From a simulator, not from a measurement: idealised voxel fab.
The name of this process module is voxel self aligned vias.
This is section cut - it's 235 nm across, gridded in 5 nm square cells.
Bands, listed from the top down, are how a cross-section gets written in this document; the cross-section itself is a grid of square cells, and a band is one or more rows of them.
Top height, bottom height, nm. Materials left to right, width each, nm. Single material + "throughout" = fills band edge to edge. "empty" = empty.
Convention: height 0 is the level below which the wafer, as received, is all one material. The lowest band does not terminate at the bottom but continues downward, represented as "0 and below".
You'd read "30->40" like this: the band's top row of cells is as wide as the first number, its bottom row is as wide as the second, and going down, every row changes width by the same amount as the row before did.
Step note "no alterations made" = no cross-section cell changed.
Basically, "Listed closed voids" tells you about the enclosed voids: empty spaces with no open way to the top, 8 cells or bigger, each written width x height at distance, where distance is from the left edge, all in nm.
What comes after the settings on a step's line is commentary from the simulator itself on that step.
overlay nm: step with mask; distance mask lay right of planned place; negative value = left of planned place.
How should the pairs below be read? Each gives the cross-section before one process step and the cross-section after it, the latter drawn only to the lowest band that changed; the step that lies between them, with its settings, appears under the pair. Does a pair pick up where the pair above left off? Only where its entry headed "Before step" says so, since pairs can come from different runs of this module on the same starting wafer.

-- Before step
	70 down to 65 = TiN: 45, then empty: 15, then TiN: 50, then empty: 15, then TiN: 50, then empty: 15, then TiN: 45
	65 down to 45 = lowk: 40, then TiN: 5, then empty: 15, then TiN: 5, then lowk: 40, then TiN: 5, then empty: 15, then TiN: 5, then lowk: 40, then TiN: 5, then empty: 15, then TiN: 5, then lowk: 40
	45 down to 40 = lowk: 40, then TiN: 25, then lowk: 40, then TiN: 25, then lowk: 40, then TiN: 25, then lowk: 40
	40 down to 20 = lowk: 40, then TiN: 5, then Ru: 15, then TiN: 5, then lowk: 40, then TiN: 5, then Ru: 15, then TiN: 5, then lowk: 40, then TiN: 5, then Ru: 15, then TiN: 5, then lowk: 40
	20 down to 15 = lowk: 40, then TiN: 25, then lowk: 40, then TiN: 25, then lowk: 40, then TiN: 25, then lowk: 40
	15 down to 10 = SiCN throughout
	10 down to 0 = SiO2 throughout
	0 and below = Si throughout
	Listed closed voids: none

-- As Processed
	80 down to 70 = W throughout
	70 down to 65 = TiN: 45, then W: 15, then TiN: 50, then W: 15, then TiN: 50, then W: 15, then TiN: 45
	65 down to 45 = lowk: 40, then TiN: 5, then W: 15, then TiN: 5, then lowk: 40, then TiN: 5, then W: 15, then TiN: 5, then lowk: 40, then TiN: 5, then W: 15, then TiN: 5, then lowk: 40
	All layers under 45 are left as they were.
	Listed closed voids: none
Intermediate step for the cross-sections above: FILL_DEP | material W | thk nm 10

Before step: Reference is made to the cross-section shown after the step in the pair directly above, which represents the state prior to this step.

-- As Processed
	65 down to 45 = lowk: 40, then TiN: 5, then W: 15, then TiN: 5, then lowk: 40, then TiN: 5, then W: 15, then TiN: 5, then lowk: 40, then TiN: 5, then W: 15, then TiN: 5, then lowk: 40
	All layers under 45 are left as they were.
	Listed closed voids: none
Intermediate step for the cross-sections above: CMP | height nm 65

Before step: Reference is made to the cross-section shown after the step in the pair directly above, which represents the state prior to this step.

-- As Processed
	70 down to 65 = SiN throughout
	All layers under 65 are left as they were.
	Listed closed voids: none
Intermediate step for the cross-sections above: CONFORMAL_DEP | material SiN | thk nm 5

-- Before step
	65 down to 45 = lowk throughout
	45 down to 40 = lowk: 40, then SiN: 25, then lowk: 40, then SiN: 25, then lowk: 40, then SiN: 25, then lowk: 40
	40 down to 20 = lowk: 40, then TiN: 5, then Ru: 15, then TiN: 5, then lowk: 40, then TiN: 5, then Ru: 15, then TiN: 5, then lowk: 40, then TiN: 5, then Ru: 15, then TiN: 5, then lowk: 40
	20 down to 15 = lowk: 40, then TiN: 25, then lowk: 40, then TiN: 25, then lowk: 40, then TiN: 25, then lowk: 40
	15 down to 10 = SiCN throughout
	10 down to 0 = SiO2 throughout
	0 and below = Si throughout
	Listed closed voids: none

-- As Processed
	65 down to 45 = lowk: 45, then empty: 35, then lowk: 30, then empty: 35, then lowk: 30, then empty: 35, then lowk: 25
	All layers under 45 are left as they were.
	Listed closed voids: none
Intermediate step for the cross-sections above: MASKED_ETCH | tone open | mask id VIAS | width nm 35 | pitch nm 65 | etch materials lowk | depth nm 20 | overlay nm 10

Before step: Reference is made to the cross-section shown after the step in the pair directly above, which represents the state prior to this step.

-- As Processed
	65 down to 45 = lowk: 45, then empty: 35, then lowk: 30, then empty: 35, then lowk: 30, then empty: 35, then lowk: 25
	45 down to 40 = lowk: 40, then SiN: 5, then empty: 20, then lowk: 40, then SiN: 5, then empty: 20, then lowk: 40, then SiN: 5, then empty: 20, then lowk: 40
	All layers under 40 are left as they were.
	Listed closed voids: none
Intermediate step for the cross-sections above: MASKED_ETCH | tone open | mask id VIAS | width nm 35 | pitch nm 65 | etch materials SiN | depth nm 5 | overlay nm 0

Before step: Reference is made to the cross-section shown after the step in the pair directly above, which represents the state prior to this step.

-- As Processed
	70 down to 65 = TiN: 50, then empty: 25, then TiN: 40, then empty: 25, then TiN: 40, then empty: 25, then TiN: 30
	65 down to 50 = lowk: 45, then TiN: 5, then empty: 25, then TiN: 5, then lowk: 30, then TiN: 5, then empty: 25, then TiN: 5, then lowk: 30, then TiN: 5, then empty: 25, then TiN: 5, then lowk: 25
	50 down to 45 = lowk: 45, then TiN: 5, then empty: 10, then TiN: 20, then lowk: 30, then TiN: 5, then empty: 10, then TiN: 20, then lowk: 30, then TiN: 5, then empty: 10, then TiN: 20, then lowk: 25
	45 down to 40 = lowk: 40, then SiN: 5, then TiN: 20, then lowk: 40, then SiN: 5, then TiN: 20, then lowk: 40, then SiN: 5, then TiN: 20, then lowk: 40
	All layers under 40 are left as they were.
	Listed closed voids: none
Intermediate step for the cross-sections above: CONFORMAL_DEP | material TiN | thk nm 5

Before step: Reference is made to the cross-section shown after the step in the pair directly above, which represents the state prior to this step.

-- As Processed
	80 down to 70 = W throughout
	70 down to 65 = TiN: 50, then W: 25, then TiN: 40, then W: 25, then TiN: 40, then W: 25, then TiN: 30
	65 down to 50 = lowk: 45, then TiN: 5, then W: 25, then TiN: 5, then lowk: 30, then TiN: 5, then W: 25, then TiN: 5, then lowk: 30, then TiN: 5, then W: 25, then TiN: 5, then lowk: 25
	50 down to 45 = lowk: 45, then TiN: 5, then W: 10, then TiN: 20, then lowk: 30, then TiN: 5, then W: 10, then TiN: 20, then lowk: 30, then TiN: 5, then W: 10, then TiN: 20, then lowk: 25
	All layers under 45 are left as they were.
	Listed closed voids: none
Intermediate step for the cross-sections above: FILL_DEP | material W | thk nm 10

Before step: Reference is made to the cross-section shown after the step in the pair directly above, which represents the state prior to this step.

-- As Processed
	65 down to 50 = lowk: 45, then TiN: 5, then W: 25, then TiN: 5, then lowk: 30, then TiN: 5, then W: 25, then TiN: 5, then lowk: 30, then TiN: 5, then W: 25, then TiN: 5, then lowk: 25
	All layers under 50 are left as they were.
	Listed closed voids: none
Intermediate step for the cross-sections above: CMP | height nm 65

Before step: Reference is made to the cross-section shown after the step in the pair directly above, which represents the state prior to this step.

-- As Processed
	70 down to 65 = SiN throughout
	All layers under 65 are left as they were.
	Listed closed voids: none
Intermediate step for the cross-sections above: CONFORMAL_DEP | material SiN | thk nm 5

-- Before step
	45 down to 15 = lowk: 40, then empty: 25, then lowk: 40, then empty: 25, then lowk: 40, then empty: 25, then lowk: 40
	15 down to 10 = SiCN throughout
	10 down to 0 = SiO2 throughout
	0 and below = Si throughout
	Listed closed voids: none

-- As Processed
	50 down to 45 = SiCN: 45, then empty: 15, then SiCN: 50, then empty: 15, then SiCN: 50, then empty: 15, then SiCN: 45
	45 down to 20 = lowk: 40, then SiCN: 5, then empty: 15, then SiCN: 5, then lowk: 40, then SiCN: 5, then empty: 15, then SiCN: 5, then lowk: 40, then SiCN: 5, then empty: 15, then SiCN: 5, then lowk: 40
	20 down to 15 = lowk: 40, then SiCN: 25, then lowk: 40, then SiCN: 25, then lowk: 40, then SiCN: 25, then lowk: 40
	All layers under 15 are left as they were.
	Listed closed voids: none
Intermediate step for the cross-sections above: CONFORMAL_DEP | material SiCN | thk nm 5

Before step: Reference is made to the cross-section shown after the step in the pair directly above, which represents the state prior to this step.

-- As Processed
	55 down to 50 = Ru throughout
	50 down to 45 = SiCN: 45, then Ru: 15, then SiCN: 50, then Ru: 15, then SiCN: 50, then Ru: 15, then SiCN: 45
	45 down to 20 = lowk: 40, then SiCN: 5, then Ru: 15, then SiCN: 5, then lowk: 40, then SiCN: 5, then Ru: 15, then SiCN: 5, then lowk: 40, then SiCN: 5, then Ru: 15, then SiCN: 5, then lowk: 40
	All layers under 20 are left as they were.
	Listed closed voids: none
Intermediate step for the cross-sections above: FILL_DEP | material Ru | thk nm 5

Before step: Reference is made to the cross-section shown after the step in the pair directly above, which represents the state prior to this step.

-- As Processed
	45 down to 20 = lowk: 40, then SiCN: 5, then Ru: 15, then SiCN: 5, then lowk: 40, then SiCN: 5, then Ru: 15, then SiCN: 5, then lowk: 40, then SiCN: 5, then Ru: 15, then SiCN: 5, then lowk: 40
	All layers under 20 are left as they were.
	Listed closed voids: none
Intermediate step for the cross-sections above: CMP | height nm 45

Before step: Reference is made to the cross-section shown after the step in the pair directly above, which represents the state prior to this step.

-- As Processed
	45 down to 40 = lowk: 40, then SiCN: 5, then empty: 15, then SiCN: 5, then lowk: 40, then SiCN: 5, then empty: 15, then SiCN: 5, then lowk: 40, then SiCN: 5, then empty: 15, then SiCN: 5, then lowk: 40
	All layers under 40 are left as they were.
	Listed closed voids: none
Intermediate step for the cross-sections above: SELECTIVE_ETCH | etch materials W Ru TiN | depth nm 5

Before step: Reference is made to the cross-section shown after the step in the pair directly above, which represents the state prior to this step.

-- As Processed
	50 down to 45 = SiN throughout
	45 down to 40 = lowk: 40, then SiCN: 5, then SiN: 15, then SiCN: 5, then lowk: 40, then SiCN: 5, then SiN: 15, then SiCN: 5, then lowk: 40, then SiCN: 5, then SiN: 15, then SiCN: 5, then lowk: 40
	All layers under 40 are left as they were.
	Listed closed voids: none
Intermediate step for the cross-sections above: FILL_DEP | material SiN | thk nm 5

Before step: Reference is made to the cross-section shown after the step in the pair directly above, which represents the state prior to this step.

-- As Processed
	45 down to 40 = lowk: 40, then SiCN: 5, then SiN: 15, then SiCN: 5, then lowk: 40, then SiCN: 5, then SiN: 15, then SiCN: 5, then lowk: 40, then SiCN: 5, then SiN: 15, then SiCN: 5, then lowk: 40
	All layers under 40 are left as they were.
	Listed closed voids: none
Intermediate step for the cross-sections above: CMP | height nm 45

Before step: Reference is made to the cross-section shown after the step in the pair directly above, which represents the state prior to this step.

-- As Processed
	65 down to 45 = lowk throughout
	All layers under 45 are left as they were.
	Listed closed voids: none
Intermediate step for the cross-sections above: DIRECTIONAL_DEP | material lowk | thk nm 20

Before step: Reference is made to the cross-section shown after the step in the pair directly above, which represents the state prior to this step.

-- As Processed
	65 down to 45 = lowk: 35, then empty: 35, then lowk: 30, then empty: 35, then lowk: 30, then empty: 35, then lowk: 35
	All layers under 45 are left as they were.
	Listed closed voids: none
Intermediate step for the cross-sections above: MASKED_ETCH | tone open | mask id VIAS | width nm 35 | pitch nm 65 | etch materials lowk | depth nm 20 | overlay nm 0

Before step: Reference is made to the cross-section shown after the step in the pair directly above, which represents the state prior to this step.

-- As Processed
	65 down to 45 = lowk: 35, then empty: 35, then lowk: 30, then empty: 35, then lowk: 30, then empty: 35, then lowk: 35
	45 down to 40 = lowk: 40, then SiCN: 5, then empty: 15, then SiCN: 5, then lowk: 40, then SiCN: 5, then empty: 15, then SiCN: 5, then lowk: 40, then SiCN: 5, then empty: 15, then SiCN: 5, then lowk: 40
	All layers under 40 are left as they were.
	Listed closed voids: none
Intermediate step for the cross-sections above: MASKED_ETCH | tone open | mask id VIAS | width nm 35 | pitch nm 65 | etch materials SiN | depth nm 5 | overlay nm 0

Before step: Reference is made to the cross-section shown after the step in the pair directly above, which represents the state prior to this step.

-- As Processed
	70 down to 65 = TiN: 40, then empty: 25, then TiN: 40, then empty: 25, then TiN: 40, then empty: 25, then TiN: 40
	65 down to 50 = lowk: 35, then TiN: 5, then empty: 25, then TiN: 5, then lowk: 30, then TiN: 5, then empty: 25, then TiN: 5, then lowk: 30, then TiN: 5, then empty: 25, then TiN: 5, then lowk: 35
	50 down to 45 = lowk: 35, then TiN: 15, then empty: 5, then TiN: 15, then lowk: 30, then TiN: 15, then empty: 5, then TiN: 15, then lowk: 30, then TiN: 15, then empty: 5, then TiN: 15, then lowk: 35
	45 down to 40 = lowk: 40, then SiCN: 5, then TiN: 15, then SiCN: 5, then lowk: 40, then SiCN: 5, then TiN: 15, then SiCN: 5, then lowk: 40, then SiCN: 5, then TiN: 15, then SiCN: 5, then lowk: 40
	All layers under 40 are left as they were.
	Listed closed voids: none
Intermediate step for the cross-sections above: CONFORMAL_DEP | material TiN | thk nm 5

Before step: Reference is made to the cross-section shown after the step in the pair directly above, which represents the state prior to this step.

-- As Processed
	80 down to 70 = W throughout
	70 down to 65 = TiN: 40, then W: 25, then TiN: 40, then W: 25, then TiN: 40, then W: 25, then TiN: 40
	65 down to 50 = lowk: 35, then TiN: 5, then W: 25, then TiN: 5, then lowk: 30, then TiN: 5, then W: 25, then TiN: 5, then lowk: 30, then TiN: 5, then W: 25, then TiN: 5, then lowk: 35
	50 down to 45 = lowk: 35, then TiN: 15, then W: 5, then TiN: 15, then lowk: 30, then TiN: 15, then W: 5, then TiN: 15, then lowk: 30, then TiN: 15, then W: 5, then TiN: 15, then lowk: 35
	All layers under 45 are left as they were.
	Listed closed voids: none
Intermediate step for the cross-sections above: FILL_DEP | material W | thk nm 10

Before step: Reference is made to the cross-section shown after the step in the pair directly above, which represents the state prior to this step.

-- As Processed
	65 down to 50 = lowk: 35, then TiN: 5, then W: 25, then TiN: 5, then lowk: 30, then TiN: 5, then W: 25, then TiN: 5, then lowk: 30, then TiN: 5, then W: 25, then TiN: 5, then lowk: 35
	All layers under 50 are left as they were.
	Listed closed voids: none
Intermediate step for the cross-sections above: CMP | height nm 65

Before step: Reference is made to the cross-section shown after the step in the pair directly above, which represents the state prior to this step.

-- As Processed
	70 down to 65 = SiN throughout
	All layers under 65 are left as they were.
	Listed closed voids: none
Intermediate step for the cross-sections above: CONFORMAL_DEP | material SiN | thk nm 5

-- Before step
	65 down to 45 = lowk throughout
	45 down to 40 = lowk: 40, then SiN: 25, then lowk: 40, then SiN: 25, then lowk: 40, then SiN: 25, then lowk: 40
	40 down to 20 = lowk: 40, then TiN: 5, then Ru: 15, then TiN: 5, then lowk: 40, then TiN: 5, then Ru: 15, then TiN: 5, then lowk: 40, then TiN: 5, then Ru: 15, then TiN: 5, then lowk: 40
	20 down to 15 = lowk: 40, then TiN: 25, then lowk: 40, then TiN: 25, then lowk: 40, then TiN: 25, then lowk: 40
	15 down to 10 = SiCN throughout
	10 down to 0 = SiO2 throughout
	0 and below = Si throughout
	Listed closed voids: none

-- As Processed
	65 down to 45 = empty: 35, then lowk: 35, then empty: 30, then lowk: 35, then empty: 30, then lowk: 35, then empty: 35
	All layers under 45 are left as they were.
	Listed closed voids: none
Intermediate step for the cross-sections above: MASKED_ETCH | tone cover | mask id VIAS | width nm 35 | pitch nm 65 | etch materials lowk | depth nm 20 | overlay nm 0

Before step: Reference is made to the cross-section shown after the step in the pair directly above, which represents the state prior to this step.

-- As Processed
	70 down to 65 = empty: 30, then TiN: 45, then empty: 20, then TiN: 45, then empty: 20, then TiN: 45, then empty: 30
	65 down to 50 = empty: 30, then TiN: 5, then lowk: 35, then TiN: 5, then empty: 20, then TiN: 5, then lowk: 35, then TiN: 5, then empty: 20, then TiN: 5, then lowk: 35, then TiN: 5, then empty: 30
	50 down to 45 = TiN: 35, then lowk: 35, then TiN: 30, then lowk: 35, then TiN: 30, then lowk: 35, then TiN: 35
	All layers under 45 are left as they were.
	Listed closed voids: none
Intermediate step for the cross-sections above: CONFORMAL_DEP | material TiN | thk nm 5

Before step: Reference is made to the cross-section shown after the step in the pair directly above, which represents the state prior to this step.

-- As Processed
	80 down to 70 = W throughout
	70 down to 65 = W: 30, then TiN: 45, then W: 20, then TiN: 45, then W: 20, then TiN: 45, then W: 30
	65 down to 50 = W: 30, then TiN: 5, then lowk: 35, then TiN: 5, then W: 20, then TiN: 5, then lowk: 35, then TiN: 5, then W: 20, then TiN: 5, then lowk: 35, then TiN: 5, then W: 30
	All layers under 50 are left as they were.
	Listed closed voids: none
Intermediate step for the cross-sections above: FILL_DEP | material W | thk nm 10

Before step: Reference is made to the cross-section shown after the step in the pair directly above, which represents the state prior to this step.

-- As Processed
	65 down to 50 = W: 30, then TiN: 5, then lowk: 35, then TiN: 5, then W: 20, then TiN: 5, then lowk: 35, then TiN: 5, then W: 20, then TiN: 5, then lowk: 35, then TiN: 5, then W: 30
	All layers under 50 are left as they were.
	Listed closed voids: none
Intermediate step for the cross-sections above: CMP | height nm 65

Before step: Reference is made to the cross-section shown after the step in the pair directly above, which represents the state prior to this step.

-- As Processed
	70 down to 65 = SiN throughout
	All layers under 65 are left as they were.
	Listed closed voids: none
Intermediate step for the cross-sections above: CONFORMAL_DEP | material SiN | thk nm 5
